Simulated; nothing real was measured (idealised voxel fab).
The following is a process module called voxel air gaps.
FYI the section here is cut, 240 nm wide, cells are 5 nm squares.
How to read a cross-section here: the picture is a grid of square cells, written as bands going from the top down, and any band can span one or more rows of cells.
The band entry comprises the height of the band's top followed by the height of its bottom, expressed in nm, and subsequently the band's materials from left to right, each stated together with its width in nm. Where a single material is marked with the word "throughout", that material fills the band from edge to edge. The word "air" represents empty space.
Height reference: 0 = level under which incoming wafer is all one material. Lowest band: no bottom, runs on downward, e.g. "0 and below".
Per-row width for "30 to 40": begins at first number (top row of band), ends at second number (bottom row), increment between rows held constant.
"remained unchanged" (step): cross-section cells unchanged, all of them.
Entry "Enclosed void entries" = empty spaces >= 8 cells with no open way to the top; each as width x height at distance, distance from left edge, all nm.
Note: text after step settings on the step line = simulator remark on that step.
overlay nm: on a step with a mask, how far right of its planned place the mask lay; negative means left.
Steps planned for the process
step 1: RECEIVE (material Si)
step 2: CONFORMAL_DEP (material SiO2; thk nm 15)
step 3: CONFORMAL_DEP (material SiCN; thk nm 5)
step 4: DIRECTIONAL_DEP (material lowk; thk nm 30)
step 5: PATTERN (tone open; mask id LINES; material resist; width nm 15; pitch nm 45; thk nm 20; overlay nm 0)
step 6: DIRECTIONAL_ETCH (etch materials lowk; depth nm 30)
step 7: STRIP (etch materials resist)
step 8: CONFORMAL_DEP (material TiN; thk nm 5)
step 9: FILL_DEP (material Cu; thk nm 10)
step 10: CMP (height nm 50)
step 11: EPI (material Ru; thk nm 10)
step 12: SELECTIVE_ETCH (etch materials lowk; depth nm 40)
step 13: CONFORMAL_DEP (material SiCN; thk nm 5)
Cross-section: wafer on arrival = after step 1
0 and below  Si throughout
Enclosed void entries: none
The first of two wafers, cross-sectioned at the end of the module, with the run proceeding as planned
65 down to 60  50 nm air / 135 nm SiCN / 55 nm air
60 down to 50  50 nm air / 5 nm SiCN / 35 nm Ru / 10 nm SiCN / 35 nm Ru / 10 nm SiCN / 35 nm Ru / 5 nm SiCN / 55 nm air
50 down to 45  50 nm air / 15 nm SiCN / 5 nm TiN / 5 nm Cu / 5 nm TiN / 30 nm SiCN / 5 nm TiN / 5 nm Cu / 5 nm TiN / 30 nm SiCN / 5 nm TiN / 5 nm Cu / 5 nm TiN / 15 nm SiCN / 55 nm air
45 down to 25  60 nm air / 5 nm SiCN / 5 nm TiN / 5 nm Cu / 5 nm TiN / 5 nm SiCN / 20 nm air / 5 nm SiCN / 5 nm TiN / 5 nm Cu / 5 nm TiN / 5 nm SiCN / 20 nm air / 5 nm SiCN / 5 nm TiN / 5 nm Cu / 5 nm TiN / 5 nm SiCN / 65 nm air
25 down to 20  65 nm SiCN / 15 nm TiN / 30 nm SiCN / 15 nm TiN / 30 nm SiCN / 15 nm TiN / 70 nm SiCN
20 down to 15  SiCN throughout
15 down to 0  SiO2 throughout
0 and below  Si throughout
Enclosed void entries: 20 x 20 at 85; 20 x 20 at 130
Cross-section, wafer two of two, end of module: same start and plan as wafer one, one error in execution
65 down to 60  50 nm air / 140 nm SiCN / 50 nm air
60 down to 50  50 nm air / 5 nm SiCN / 40 nm Ru / 5 nm SiCN / 40 nm Ru / 5 nm SiCN / 40 nm Ru / 5 nm SiCN / 50 nm air
50 down to 45  50 nm air / 15 nm SiCN / 5 nm TiN / 10 nm Cu / 5 nm TiN / 25 nm SiCN / 5 nm TiN / 10 nm Cu / 5 nm TiN / 25 nm SiCN / 5 nm TiN / 10 nm Cu / 5 nm TiN / 15 nm SiCN / 50 nm air
45 down to 25  60 nm air / 5 nm SiCN / 5 nm TiN / 10 nm Cu / 5 nm TiN / 5 nm SiCN / 15 nm air / 5 nm SiCN / 5 nm TiN / 10 nm Cu / 5 nm TiN / 5 nm SiCN / 15 nm air / 5 nm SiCN / 5 nm TiN / 10 nm Cu / 5 nm TiN / 5 nm SiCN / 60 nm air
25 down to 20  65 nm SiCN / 20 nm TiN / 25 nm SiCN / 20 nm TiN / 25 nm SiCN / 20 nm TiN / 65 nm SiCN
20 down to 15  SiCN throughout
15 down to 0  SiO2 throughout
0 and below  Si throughout
Enclosed void entries: 15 x 20 at 90; 15 x 20 at 135
Deviation from plan: in deviation from the planned setting, step 5 was conducted as PATTERN (tone open; mask id LINES; material resist; width nm 20; pitch nm 45; thk nm 20; overlay nm 0)
Cell-count delta at end, second wafer over first, by material: 15 more of Cu; 6 more of Ru; 8 fewer of SiCN; 3 more of TiN
